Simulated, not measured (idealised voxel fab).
Documented hereafter: the process module known as voxel transistor to metal.
cross-section cut | 175 nm wide | cells 5 nm
Cross-section format: a grid of square cells, given as bands from top to bottom; each band is one or more rows of cells.
Band: top and bottom heights (nm) first, top before bottom; then materials from left to right, widths in nm. "all across" marks a sole material filling the band edge to edge. "blank" denotes empty space.
The reference from which all heights are counted is 0, the level beneath which the as-received wafer is entirely one material; the lowest band, having no lower bound, proceeds downward and is written after the example "0 and below".
A width such as "30 to 40" changes by the same amount from each row of cells to the next, from the band's top row to its bottom row.
Given "same as before" for a step, no cell of the cross-section differs between before and after that step.
So "Fully sealed cavities" is basically the list of trapped voids: any empty space of 8 cells or more that can't reach the top through an opening. They're written width x height at distance, the distance being from the left edge, and it's all nm.
Read whatever lies past the settings on a step's line as the simulator's own remark about the step.
On any step carrying a mask, the "overlay nm" setting, if present on the step's line, tells how far right of its planned place the mask lay; negative values point to the left.

# Process steps foreseen in the plan
- 1: RECEIVE: material Si
- 2: OXIDIZE: depth nm 5
- 3: CONFORMAL_DEP: material SiN, thk nm 15
- 4: MASKED_ETCH: tone cover, mask id ACTIVE, width nm 135, etch materials SiN, depth nm 15, overlay nm 0
- 5: MASKED_ETCH: tone cover, mask id ACTIVE, width nm 135, etch materials SiO2, depth nm 5, overlay nm 0
- 6: MASKED_ETCH: tone cover, mask id ACTIVE, width nm 135, etch materials Si, depth nm 30, overlay nm 0
- 7: FILL_DEP: material SiO2, thk nm 10
- 8: CMP: height nm 15
- 9: SELECTIVE_ETCH: etch materials SiO2, depth nm 5
- 10: STRIP: etch materials SiN
- 11: SELECTIVE_ETCH: etch materials SiO2, depth nm 5
- 12: OXIDIZE: depth nm 5
- 13: DIRECTIONAL_DEP: material polySi, thk nm 25
- 14: DIRECTIONAL_DEP: material SiCN, thk nm 15
- 15: PATTERN: tone cover, mask id GATE, material resist, width nm 35, thk nm 20, overlay nm 0
- 16: DIRECTIONAL_ETCH: etch materials SiCN, depth nm 25
- 17: DIRECTIONAL_ETCH: etch materials polySi, depth nm 35
- 18: STRIP: etch materials resist
- 19: CONFORMAL_DEP: material SiO2, thk nm 5
- 20: DIRECTIONAL_ETCH: etch materials SiO2, depth nm 5
- 21: CONFORMAL_DEP: material SiN, thk nm 5
- 22: DIRECTIONAL_ETCH: etch materials SiN, depth nm 5
- 23: DIRECTIONAL_ETCH: etch materials SiO2, depth nm 5
- 24: DIRECTIONAL_ETCH: etch materials Si, depth nm 5
- 25: EPI: material SiGe, thk nm 10
- 26: FILL_DEP: material SiO2, thk nm 10
- 27: CMP: height nm 20
- 28: STRIP: etch materials polySi
- 29: SELECTIVE_ETCH: etch materials SiO2, depth nm 5
- 30: CONFORMAL_DEP: material HfO2, thk nm 5
- 31: CONFORMAL_DEP: material TiN, thk nm 5
- 32: FILL_DEP: material W, thk nm 5
- 33: CMP: height nm 15
- 34: DIRECTIONAL_DEP: material SiO2, thk nm 10
- 35: MASKED_ETCH: tone open, mask id CONTACT, width nm 20, pitch nm 95, etch materials SiO2, depth nm 30, overlay nm 0
- 36: CONFORMAL_DEP: material TiN, thk nm 5
- 37: FILL_DEP: material Ru, thk nm 10
- 38: CMP: height nm 25
- 39: DIRECTIONAL_DEP: material TiN, thk nm 5
- 40: DIRECTIONAL_DEP: material Ru, thk nm 20
- 41: DIRECTIONAL_DEP: material aC, thk nm 10
- 42: PATTERN: tone cover, mask id METAL_1, material resist, width nm 20, pitch nm 95, thk nm 30, overlay nm 0
- 43: DIRECTIONAL_ETCH: etch materials aC, depth nm 10
- 44: STRIP: etch materials resist
- 45: DIRECTIONAL_ETCH: etch materials Ru, depth nm 20
- 46: DIRECTIONAL_ETCH: etch materials TiN, depth nm 5
- 47: STRIP: etch materials aC
- 48: FILL_DEP: material SiO2, thk nm 5
- 49: CMP: height nm 50
- 50: CONFORMAL_DEP: material SiCN, thk nm 5
- 51: DIRECTIONAL_DEP: material lowk, thk nm 30
- 52: MASKED_ETCH: tone open, mask id METAL_2, width nm 20, pitch nm 95, etch materials lowk, depth nm 20, overlay nm 0
- 53: PATTERN: tone open, mask id METAL_2_HOLES, material resist, width nm 15, pitch nm 95, thk nm 15, overlay nm 0
- 54: DIRECTIONAL_ETCH: etch materials lowk, depth nm 10
- 55: DIRECTIONAL_ETCH: etch materials SiCN, depth nm 5
- 56: STRIP: etch materials resist
- 57: CONFORMAL_DEP: material TiN, thk nm 5
- 58: FILL_DEP: material Cu, thk nm 5
- 59: CMP: height nm 85
- 60: CONFORMAL_DEP: material SiN, thk nm 5

# Cross-section, incoming material, after step 1
0 and below: Si all across
Fully sealed cavities: none

# Cross-section: first of two wafers, module finished, run according to plan
90 down to 85: SiN all across
85 down to 70: lowk=30, then TiN=5, then Cu=10, then TiN=5, then lowk=75, then TiN=5, then Cu=10, then TiN=5, then lowk=30
70 down to 65: lowk=30, then TiN=5, then Cu=5, then TiN=10, then lowk=75, then TiN=5, then Cu=5, then TiN=10, then lowk=30
65 down to 55: lowk=30, then TiN=5, then Cu=5, then TiN=5, then lowk=80, then TiN=5, then Cu=5, then TiN=5, then lowk=35
55 down to 50: SiCN=30, then TiN=15, then SiCN=80, then TiN=15, then SiCN=35
50 down to 30: SiO2=30, then Ru=20, then SiO2=75, then Ru=20, then SiO2=30
30 down to 25: SiO2=30, then TiN=20, then SiO2=75, then TiN=20, then SiO2=30
25 down to 15: SiO2=30, then TiN=5, then Ru=10, then TiN=5, then SiO2=75, then TiN=5, then Ru=10, then TiN=5, then SiO2=30
15 down to 5: SiO2=30, then TiN=5, then Ru=10, then TiN=5, then SiO2=10, then SiN=5, then HfO2=5, then TiN=5, then W=25, then TiN=5, then HfO2=5, then SiN=5, then SiO2=10, then TiN=5, then Ru=10, then TiN=5, then SiO2=30
5 down to 0: SiO2=20, then SiN=5, then SiO2=5, then TiN=10, then Ru=5, then TiN=5, then SiO2=10, then SiN=5, then HfO2=5, then TiN=5, then W=25, then TiN=5, then HfO2=5, then SiN=5, then SiO2=10, then TiN=5, then Ru=5, then TiN=10, then SiO2=5, then SiN=5, then SiO2=20
0 down to -5: SiO2=20, then SiN=5, then SiGe=10, then TiN=15, then SiGe=10, then SiN=5, then HfO2=5, then TiN=35, then HfO2=5, then SiN=5, then SiGe=10, then TiN=15, then SiGe=10, then SiN=5, then SiO2=20
-5 down to -10: SiO2=25, then SiGe=35, then SiO2=5, then HfO2=45, then SiO2=5, then SiGe=35, then SiO2=25
-10 down to -15: SiO2=20, then Si=5, then SiGe=35, then Si=55, then SiGe=35, then Si=5, then SiO2=20
-15 down to -35: SiO2=20, then Si=135, then SiO2=20
-35 and below: Si all across
Fully sealed cavities: none

# This cross-section belongs to the second wafer of two at the end of the module; the start and the plan were shared with the first, and the run included one mistake
90 down to 85: SiN all across
85 down to 70: lowk=30, then TiN=5, then Cu=10, then TiN=5, then lowk=75, then TiN=5, then Cu=10, then TiN=5, then lowk=30
70 down to 65: lowk=30, then TiN=5, then Cu=5, then TiN=10, then lowk=75, then TiN=5, then Cu=5, then TiN=10, then lowk=30
65 down to 55: lowk=30, then TiN=5, then Cu=5, then TiN=5, then lowk=80, then TiN=5, then Cu=5, then TiN=5, then lowk=35
55 down to 50: SiCN=30, then TiN=15, then SiCN=80, then TiN=15, then SiCN=35
50 down to 30: SiO2=30, then Ru=20, then SiO2=75, then Ru=20, then SiO2=30
30 down to 25: SiO2=30, then TiN=20, then SiO2=75, then TiN=20, then SiO2=30
25 down to 15: SiO2=30, then TiN=5, then Ru=10, then TiN=5, then SiO2=75, then TiN=5, then Ru=10, then TiN=5, then SiO2=30
15 down to 5: SiO2=30, then TiN=5, then Ru=10, then TiN=5, then SiO2=15, then SiN=5, then HfO2=5, then TiN=5, then W=25, then TiN=5, then HfO2=5, then SiN=5, then SiO2=5, then TiN=5, then Ru=10, then TiN=5, then SiO2=30
5 down to 0: SiO2=20, then SiN=5, then SiO2=5, then TiN=10, then Ru=5, then TiN=5, then SiO2=15, then SiN=5, then HfO2=5, then TiN=5, then W=25, then TiN=5, then HfO2=5, then SiN=5, then SiO2=5, then TiN=20, then SiO2=5, then SiN=5, then SiO2=20
0 down to -5: SiO2=20, then SiN=5, then SiGe=10, then TiN=15, then SiO2=5, then SiGe=10, then SiN=5, then HfO2=5, then TiN=35, then HfO2=5, then SiN=5, then SiGe=10, then TiN=10, then SiGe=10, then SiN=5, then SiO2=20
-5 down to -10: SiO2=25, then SiGe=40, then SiO2=5, then HfO2=45, then SiO2=5, then SiGe=30, then SiO2=25
-10 down to -15: SiO2=20, then Si=5, then SiGe=40, then Si=55, then SiGe=30, then Si=5, then SiO2=20
-15 down to -35: SiO2=20, then Si=135, then SiO2=20
-35 and below: Si all across
Fully sealed cavities: none
Heads up, the wafer didn't run the way we planned it: step 15 off recipe, ran as PATTERN: tone cover, mask id GATE, material resist, width nm 35, thk nm 20, overlay nm 5
Final tally in cells, some materials are higher or lower on the second wafer than on the first: 1 fewer of Ru; 1 more of SiO2
